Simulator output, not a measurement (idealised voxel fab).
A process module follows: voxel wiring stack.
230 nm wide, 5 nm square cells: that's cross-section cut.
Bands, listed from the top down, are how a cross-section gets written in this document; the cross-section itself is a grid of square cells, and a band is one or more rows of them. First you get the band's top height and its bottom height, in nm, and then the materials it's made of, left to right, with each width in nm. If you see a single material with "all across", that one covers the band edge to edge. "empty" is empty space. It should be noted that heights are counted from 0, beneath which the wafer as supplied is of one material throughout, and that the lowest band possesses no lower boundary but continues downward, as written in "0 and below". So if you see something like "30->40" for the width, read it as the top row of the band sitting at the first number and the bottom row at the second, with every row in between moving by the same amount as the last. Take "nothing changed" at face value: in the step it is given for, the cross-section changed in none of its cells. "Closed void table" enumerates empty spaces isolated from the top, with no open way to it, that contain at least 8 cells, giving each as width x height at distance from the left edge, all three in nm. Whatever follows a step's settings on its line is a remark the simulator itself makes about that step. overlay nm: mask right of planned place by this much (step with mask). Neg. = left.
-- Steps in the process plan
- 1: RECEIVE | material Si
- 2: CONFORMAL_DEP | material SiO2 | thk nm 10
- 3: CONFORMAL_DEP | material SiCN | thk nm 5
- 4: DIRECTIONAL_DEP | material lowk | thk nm 25
- 5: DIRECTIONAL_DEP | material aC | thk nm 10
- 6: PATTERN | tone open | mask id METAL_1 | material resist | width nm 30 | pitch nm 45 | thk nm 25 | overlay nm 0
- 7: DIRECTIONAL_ETCH | etch materials aC | depth nm 10
- 8: STRIP | etch materials resist
- 9: DIRECTIONAL_ETCH | etch materials lowk | depth nm 25
- 10: DIRECTIONAL_ETCH | etch materials SiCN | depth nm 5
- 11: STRIP | etch materials aC
- 12: CONFORMAL_DEP | material TiN | thk nm 5
- 13: FILL_DEP | material Cu | thk nm 5
- 14: CMP | height nm 40
- 15: CONFORMAL_DEP | material SiCN | thk nm 5
- 16: DIRECTIONAL_DEP | material SiO2 | thk nm 30
- 17: MASKED_ETCH | tone open | mask id METAL_2 | width nm 30 | pitch nm 45 | etch materials SiO2 | depth nm 20 | overlay nm 0
- 18: DIRECTIONAL_DEP | material aC | thk nm 15
- 19: PATTERN | tone open | mask id METAL_2_HOLES | material resist | width nm 15 | pitch nm 45 | thk nm 30 | overlay nm 0
- 20: DIRECTIONAL_ETCH | etch materials aC | depth nm 15
- 21: STRIP | etch materials resist
- 22: DIRECTIONAL_ETCH | etch materials SiO2 | depth nm 10
- 23: DIRECTIONAL_ETCH | etch materials SiCN | depth nm 5
- 24: STRIP | etch materials aC
- 25: CONFORMAL_DEP | material TiN | thk nm 5
- 26: FILL_DEP | material Cu | thk nm 10
- 27: CMP | height nm 75
- 28: CONFORMAL_DEP | material SiCN | thk nm 5
- 29: DIRECTIONAL_DEP | material lowk | thk nm 30
- 30: MASKED_ETCH | tone open | mask id METAL_3 | width nm 30 | pitch nm 45 | etch materials lowk | depth nm 20 | overlay nm 0
- 31: DIRECTIONAL_DEP | material aC | thk nm 15
- 32: PATTERN | tone open | mask id METAL_3_HOLES | material resist | width nm 15 | pitch nm 45 | thk nm 30 | overlay nm 0
- 33: DIRECTIONAL_ETCH | etch materials aC | depth nm 15
- 34: STRIP | etch materials resist
- 35: DIRECTIONAL_ETCH | etch materials lowk | depth nm 10
- 36: DIRECTIONAL_ETCH | etch materials SiCN | depth nm 5
- 37: STRIP | etch materials aC
- 38: CONFORMAL_DEP | material TiN | thk nm 5
- 39: FILL_DEP | material Ru | thk nm 5
- 40: CMP | height nm 110
- 41: CONFORMAL_DEP | material SiCN | thk nm 5
-- Step 1 complete: cross-section of the wafer as received
- 0 and below = Si all across
- Closed void table: none
-- Wafer cross-section at module end: first of two, run to plan
- 115 down to 110 = SiCN all across
- 110 down to 95 = lowk 30 | TiN 5 | Ru 20 | TiN 5 | lowk 15 | TiN 5 | Ru 20 | TiN 5 | lowk 15 | TiN 5 | Ru 20 | TiN 5 | lowk 15 | TiN 5 | Ru 20 | TiN 5 | lowk 35
- 95 down to 90 = lowk 30 | TiN 5 | Ru 5 | TiN 20 | lowk 15 | TiN 5 | Ru 5 | TiN 20 | lowk 15 | TiN 5 | Ru 5 | TiN 20 | lowk 15 | TiN 5 | Ru 5 | TiN 20 | lowk 35
- 90 down to 80 = lowk 30 | TiN 5 | Ru 5 | TiN 5 | lowk 30 | TiN 5 | Ru 5 | TiN 5 | lowk 30 | TiN 5 | Ru 5 | TiN 5 | lowk 30 | TiN 5 | Ru 5 | TiN 5 | lowk 50
- 80 down to 75 = SiCN 30 | TiN 15 | SiCN 30 | TiN 15 | SiCN 30 | TiN 15 | SiCN 30 | TiN 15 | SiCN 50
- 75 down to 60 = SiO2 30 | TiN 5 | Cu 20 | TiN 5 | SiO2 15 | TiN 5 | Cu 20 | TiN 5 | SiO2 15 | TiN 5 | Cu 20 | TiN 5 | SiO2 15 | TiN 5 | Cu 20 | TiN 5 | SiO2 35
- 60 down to 55 = SiO2 30 | TiN 5 | Cu 5 | TiN 20 | SiO2 15 | TiN 5 | Cu 5 | TiN 20 | SiO2 15 | TiN 5 | Cu 5 | TiN 20 | SiO2 15 | TiN 5 | Cu 5 | TiN 20 | SiO2 35
- 55 down to 45 = SiO2 30 | TiN 5 | Cu 5 | TiN 5 | SiO2 30 | TiN 5 | Cu 5 | TiN 5 | SiO2 30 | TiN 5 | Cu 5 | TiN 5 | SiO2 30 | TiN 5 | Cu 5 | TiN 5 | SiO2 50
- 45 down to 40 = SiCN 30 | TiN 15 | SiCN 30 | TiN 15 | SiCN 30 | TiN 15 | SiCN 30 | TiN 15 | SiCN 50
- 40 down to 15 = lowk 30 | TiN 5 | Cu 20 | TiN 5 | lowk 15 | TiN 5 | Cu 20 | TiN 5 | lowk 15 | TiN 5 | Cu 20 | TiN 5 | lowk 15 | TiN 5 | Cu 20 | TiN 5 | lowk 35
- 15 down to 10 = SiCN 30 | TiN 30 | SiCN 15 | TiN 30 | SiCN 15 | TiN 30 | SiCN 15 | TiN 30 | SiCN 35
- 10 down to 0 = SiO2 all across
- 0 and below = Si all across
- Closed void table: none
-- Second wafer of the two, sectioned at the end of the module. It began like the first and followed the same plan, but one mistake was made while running it
- 115 down to 110 = SiCN all across
- 110 down to 95 = lowk 30 | TiN 5 | Ru 20 | TiN 5 | lowk 15 | TiN 5 | Ru 20 | TiN 5 | lowk 15 | TiN 5 | Ru 20 | TiN 5 | lowk 15 | TiN 5 | Ru 20 | TiN 5 | lowk 35
- 95 down to 90 = lowk 30 | TiN 5 | Ru 5 | TiN 20 | lowk 15 | TiN 5 | Ru 5 | TiN 20 | lowk 15 | TiN 5 | Ru 5 | TiN 20 | lowk 15 | TiN 5 | Ru 5 | TiN 20 | lowk 35
- 90 down to 80 = lowk 30 | TiN 5 | Ru 5 | TiN 5 | lowk 30 | TiN 5 | Ru 5 | TiN 5 | lowk 30 | TiN 5 | Ru 5 | TiN 5 | lowk 30 | TiN 5 | Ru 5 | TiN 5 | lowk 50
- 80 down to 75 = SiCN 30 | TiN 15 | SiCN 30 | TiN 15 | SiCN 30 | TiN 15 | SiCN 30 | TiN 15 | SiCN 50
- 75 down to 60 = SiO2 30 | TiN 5 | Cu 20 | TiN 5 | SiO2 15 | TiN 5 | Cu 20 | TiN 5 | SiO2 15 | TiN 5 | Cu 20 | TiN 5 | SiO2 15 | TiN 5 | Cu 20 | TiN 5 | SiO2 35
- 60 down to 55 = SiO2 30 | TiN 10 | Cu 5 | TiN 15 | SiO2 15 | TiN 10 | Cu 5 | TiN 15 | SiO2 15 | TiN 10 | Cu 5 | TiN 15 | SiO2 15 | TiN 10 | Cu 5 | TiN 15 | SiO2 35
- 55 down to 45 = SiO2 35 | TiN 5 | Cu 5 | TiN 5 | SiO2 30 | TiN 5 | Cu 5 | TiN 5 | SiO2 30 | TiN 5 | Cu 5 | TiN 5 | SiO2 30 | TiN 5 | Cu 5 | TiN 5 | SiO2 45
- 45 down to 40 = SiCN 35 | TiN 15 | SiCN 30 | TiN 15 | SiCN 30 | TiN 15 | SiCN 30 | TiN 15 | SiCN 45
- 40 down to 15 = lowk 30 | TiN 5 | Cu 20 | TiN 5 | lowk 15 | TiN 5 | Cu 20 | TiN 5 | lowk 15 | TiN 5 | Cu 20 | TiN 5 | lowk 15 | TiN 5 | Cu 20 | TiN 5 | lowk 35
- 15 down to 10 = SiCN 30 | TiN 30 | SiCN 15 | TiN 30 | SiCN 15 | TiN 30 | SiCN 15 | TiN 30 | SiCN 35
- 10 down to 0 = SiO2 all across
- 0 and below = Si all across
- Closed void table: none
what went wrong: the process deviated at step 19: the operation and settings actually run there were PATTERN | tone open | mask id METAL_2_HOLES | material resist | width nm 15 | pitch nm 45 | thk nm 30 | overlay nm 5
The two final wafers agree on how many cells each material fills and disagree on which cells those are.
